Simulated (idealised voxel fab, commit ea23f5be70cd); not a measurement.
Module name: voxel wiring stack (process module)
FYI the section here is cut, 240 nm wide, cells are 5 nm squares.
If you're reading a cross-section in this doc, picture square cells in a grid; it comes to you as bands, top ones listed first down to the bottom, and a band can be one or more rows of cells.
Look at the band entry: it leads with the top's height and the bottom's height in nm. Then it lists the materials left to right, with a width in nm for each. The word "edge to edge" on a single material says that material fills the band edge to edge. The word "blank" is empty space.
The level at which height equals 0 is the one under which the wafer, as it arrives, is entirely one material. No lower edge exists for the bottom band, which continues downward and is notated as in "0 and below".
Quick explanation for "30->40": the width changes in equal steps down the rows of cells, from the first number in the band's top row to the second number in its bottom row.
Basically "nothing altered" means that step didn't change any cell in the cross-section.
Sealed void inventory: empty space of 8 cells or more with no open way to the top, each as width x height at its distance from the left edge, in nm
Past the settings on a step's line: simulator remark, on that step.
overlay nm: step with mask; distance mask lay right of planned place; negative value = left of planned place.
The following list gives the planned process steps
1: RECEIVE | material Si
2: CONFORMAL_DEP | material SiO2 | thk nm 10
3: DIRECTIONAL_DEP | material TiN | thk nm 5
4: DIRECTIONAL_DEP | material W | thk nm 25
5: DIRECTIONAL_DEP | material aC | thk nm 15
6: PATTERN | tone cover | mask id METAL_1 | material resist | width nm 25 | pitch nm 40 | thk nm 30 | overlay nm 0
7: DIRECTIONAL_ETCH | etch materials aC | depth nm 15
8: STRIP | etch materials resist
9: DIRECTIONAL_ETCH | etch materials W | depth nm 25
10: DIRECTIONAL_ETCH | etch materials TiN | depth nm 5
11: STRIP | etch materials aC
12: CONFORMAL_DEP | material SiCN | thk nm 5
13: FILL_DEP | material lowk | thk nm 5
14: CMP | height nm 40
15: CONFORMAL_DEP | material SiCN | thk nm 5
16: DIRECTIONAL_DEP | material SiO2 | thk nm 20
17: MASKED_ETCH | tone open | mask id PLUG_1 | width nm 15 | pitch nm 80 | etch materials SiO2 | depth nm 20 | overlay nm 0
18: MASKED_ETCH | tone open | mask id PLUG_1 | width nm 15 | pitch nm 80 | etch materials SiCN | depth nm 5 | overlay nm 0
19: EPI | material Ru | thk nm 10
20: EPI | material Ru | thk nm 10
21: EPI | material Ru | thk nm 5
22: CONFORMAL_DEP | material SiN | thk nm 5
23: DIRECTIONAL_DEP | material lowk | thk nm 20
24: DIRECTIONAL_DEP | material aC | thk nm 15
25: PATTERN | tone open | mask id METAL_2 | material resist | width nm 25 | pitch nm 40 | thk nm 35 | overlay nm 0
26: DIRECTIONAL_ETCH | etch materials aC | depth nm 15
27: STRIP | etch materials resist
28: DIRECTIONAL_ETCH | etch materials lowk | depth nm 20
29: DIRECTIONAL_ETCH | etch materials SiN | depth nm 5
30: STRIP | etch materials aC
31: CONFORMAL_DEP | material TiN | thk nm 5
32: FILL_DEP | material Cu | thk nm 10
33: CMP | height nm 90
34: EPI | material Ru | thk nm 5
35: FILL_DEP | material SiCN | thk nm 5
Incoming wafer, cross-sectional view, post step 1
	0 and below | Si edge to edge
	Sealed void inventory: none
Cross-section, first of two wafers, end of module, run as planned
	100 down to 95 | SiCN edge to edge
	95 down to 90 | SiCN (40); Ru (35); SiCN (5); Ru (35); SiCN (5); Ru (35); SiCN (5); Ru (35); SiCN (45)
	90 down to 70 | lowk (45); TiN (5); Cu (15); TiN (5); lowk (15); TiN (5); Cu (15); TiN (5); lowk (15); TiN (5); Cu (15); TiN (5); lowk (15); TiN (5); Cu (15); TiN (5); lowk (50)
	70 down to 65 | SiN (45); TiN (25); SiN (15); TiN (25); SiN (15); TiN (25); SiN (15); TiN (25); SiN (50)
	65 down to 45 | SiO2 (45); Ru (15); SiO2 (65); Ru (15); SiO2 (100)
	45 down to 40 | SiCN (45); Ru (15); SiCN (65); Ru (15); SiCN (100)
	40 down to 15 | lowk (40); SiCN (5); W (25); SiCN (5); lowk (5); SiCN (5); W (25); SiCN (5); lowk (5); SiCN (5); W (25); SiCN (5); lowk (5); SiCN (5); W (25); SiCN (5); lowk (45)
	15 down to 10 | SiCN (45); TiN (25); SiCN (15); TiN (25); SiCN (15); TiN (25); SiCN (15); TiN (25); SiCN (50)
	10 down to 0 | SiO2 edge to edge
	0 and below | Si edge to edge
	Sealed void inventory: none
Presented here is a cross-section of the second of the two wafers as it stood at the end of the module. It was started in the same manner and assigned the same plan as the first wafer; however, one mistake was made in its execution
	100 down to 95 | SiCN edge to edge
	95 down to 90 | SiCN (40); Ru (35); SiCN (5); Ru (35); SiCN (5); Ru (35); SiCN (5); Ru (35); SiCN (45)
	90 down to 80 | lowk (45); TiN (5); Cu (15); TiN (5); lowk (15); TiN (5); Cu (15); TiN (5); lowk (15); TiN (5); Cu (15); TiN (5); lowk (15); TiN (5); Cu (15); TiN (5); lowk (50)
	80 down to 75 | lowk (30); SiN (15); TiN (25); SiN (5); lowk (10); TiN (5); Cu (15); TiN (5); SiN (15); TiN (25); SiN (5); lowk (10); TiN (5); Cu (15); TiN (5); lowk (50)
	75 down to 70 | lowk (30); SiN (5); Ru (35); SiN (5); lowk (10); TiN (5); Cu (15); TiN (5); SiN (5); Ru (35); SiN (5); lowk (10); TiN (5); Cu (15); TiN (5); lowk (50)
	70 down to 65 | SiN (35); Ru (35); SiN (15); TiN (25); SiN (5); Ru (35); SiN (15); TiN (25); SiN (50)
	65 down to 45 | SiO2 (45); Ru (15); SiO2 (65); Ru (15); SiO2 (100)
	45 down to 40 | SiCN (45); Ru (15); SiCN (65); Ru (15); SiCN (100)
	40 down to 15 | lowk (40); SiCN (5); W (25); SiCN (5); lowk (5); SiCN (5); W (25); SiCN (5); lowk (5); SiCN (5); W (25); SiCN (5); lowk (5); SiCN (5); W (25); SiCN (5); lowk (45)
	15 down to 10 | SiCN (45); TiN (25); SiCN (15); TiN (25); SiCN (15); TiN (25); SiCN (15); TiN (25); SiCN (50)
	10 down to 0 | SiO2 edge to edge
	0 and below | Si edge to edge
	Sealed void inventory: none
The plan and the run diverged here: one of the identical steps 19 and 20 was run twice, but which one cannot be determined
FYI, end of process, the second wafer has more or fewer cells of some materials than the first: -12 Cu | +28 Ru | +8 SiN | -8 TiN | -16 lowk
